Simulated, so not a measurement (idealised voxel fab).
voxel air gaps: a process module
The figure presents cross-section cut, which has a width of 170 nm and is divided into square cells with an edge length of 5 nm.
A cross-section in this document is a grid of square cells, and it is written down as bands, the top band listed before the ones below it; a band is made up of one or more rows of cells.
What a band's entry tells you: where the top is and where the bottom is, as heights in nm, and after that what lies inside, material by material from left to right, each with its width in nm. Empty space is written as the word "blank", and a single material marked with the word "all across" occupies the band from edge to edge.
Zero point of the height axis is 0; under it, received wafer = one material. Lowest band: continues down indefinitely, "z 0 and below".
The notation "30..40" denotes a width that varies across the rows of cells in the band, beginning at the first number in the top row, finishing at the second number in the bottom row, and changing by an identical amount from each row to the next.
"remained unchanged" after a step means that no cell of the cross-section changed.
Closed empty spaces (no open way to the top) of 8 cells or more are what "Enclosed void listing" lists, each as width x height at distance from the left edge, nm for all three.
after a step's settings: what the simulator itself notes on the step
What "overlay nm" on a step's line means: if the step has a mask, that mask lay this far to the right of its planned place, or, when the value is negative, to the left.

# Steps planned for the process
1 op RECEIVE | material Si
2 op CONFORMAL_DEP | material SiO2 | thk nm 15
3 op CONFORMAL_DEP | material SiCN | thk nm 5
4 op DIRECTIONAL_DEP | material lowk | thk nm 30
5 op MASKED_ETCH | tone open | mask id LINES | width nm 15 | pitch nm 45 | etch materials lowk | depth nm 30 | overlay nm 0
6 op CONFORMAL_DEP | material TiN | thk nm 5
7 op FILL_DEP | material Cu | thk nm 10
8 op CMP | height nm 50
9 op EPI | material Ru | thk nm 10
10 op SELECTIVE_ETCH | etch materials lowk | depth nm 40
11 op CONFORMAL_DEP | material SiCN | thk nm 5

# Shown in cross-section is the wafer as received, that is, as it stands after step 1
  z 0 and below: Si all across
  Enclosed void listing: none

# As-planned run: cross-section of the first of two wafers at end of module
  z 65 to 60: blank (15), SiCN (135), blank (20)
  z 60 to 50: blank (15), SiCN (5), Ru (35), SiCN (10), Ru (35), SiCN (10), Ru (35), SiCN (5), blank (20)
  z 50 to 45: blank (15), SiCN (15), TiN (5), Cu (5), TiN (5), SiCN (30), TiN (5), Cu (5), TiN (5), SiCN (30), TiN (5), Cu (5), TiN (5), SiCN (15), blank (20)
  z 45 to 25: blank (25), SiCN (5), TiN (5), Cu (5), TiN (5), SiCN (5), blank (20), SiCN (5), TiN (5), Cu (5), TiN (5), SiCN (5), blank (20), SiCN (5), TiN (5), Cu (5), TiN (5), SiCN (5), blank (30)
  z 25 to 20: SiCN (30), TiN (15), SiCN (30), TiN (15), SiCN (30), TiN (15), SiCN (35)
  z 20 to 15: SiCN all across
  z 15 to 0: SiO2 all across
  z 0 and below: Si all across
  Enclosed void listing: 20 x 20 at 50; 20 x 20 at 95

# This cross-section belongs to the second wafer of two at the end of the module; the start and the plan were shared with the first, and the run included one mistake
  z 65 to 60: blank (15), SiCN (135), blank (20)
  z 60 to 50: blank (15), SiCN (5), Ru (35), SiCN (10), Ru (35), SiCN (10), Ru (35), SiCN (5), blank (20)
  z 50 to 45: blank (15), SiCN (15), TiN (5), Cu (5), TiN (5), SiCN (30), TiN (5), Cu (5), TiN (5), SiCN (30), TiN (5), Cu (5), TiN (5), SiCN (15), blank (20)
  z 45 to 25: blank (25), SiCN (5), TiN (5), Cu (5), TiN (5), SiCN (5), blank (20), SiCN (5), TiN (5), Cu (5), TiN (5), SiCN (5), blank (20), SiCN (5), TiN (5), Cu (5), TiN (5), SiCN (5), blank (30)
  z 25 to 20: SiCN (30), TiN (15), SiCN (30), TiN (15), SiCN (30), TiN (15), SiCN (35)
  z 20 to 15: SiCN all across
  z 15 to 0: lowk all across
  z 0 and below: Si all across
  Enclosed void listing: 20 x 20 at 50; 20 x 20 at 95
What broke from the plan during processing? step 2 changed vs plan, executed as op CONFORMAL_DEP | material lowk | thk nm 15
Counted in cells at the end, the second wafer holds more or fewer of these materials than the first: 102 fewer of SiO2 | 102 more of lowk
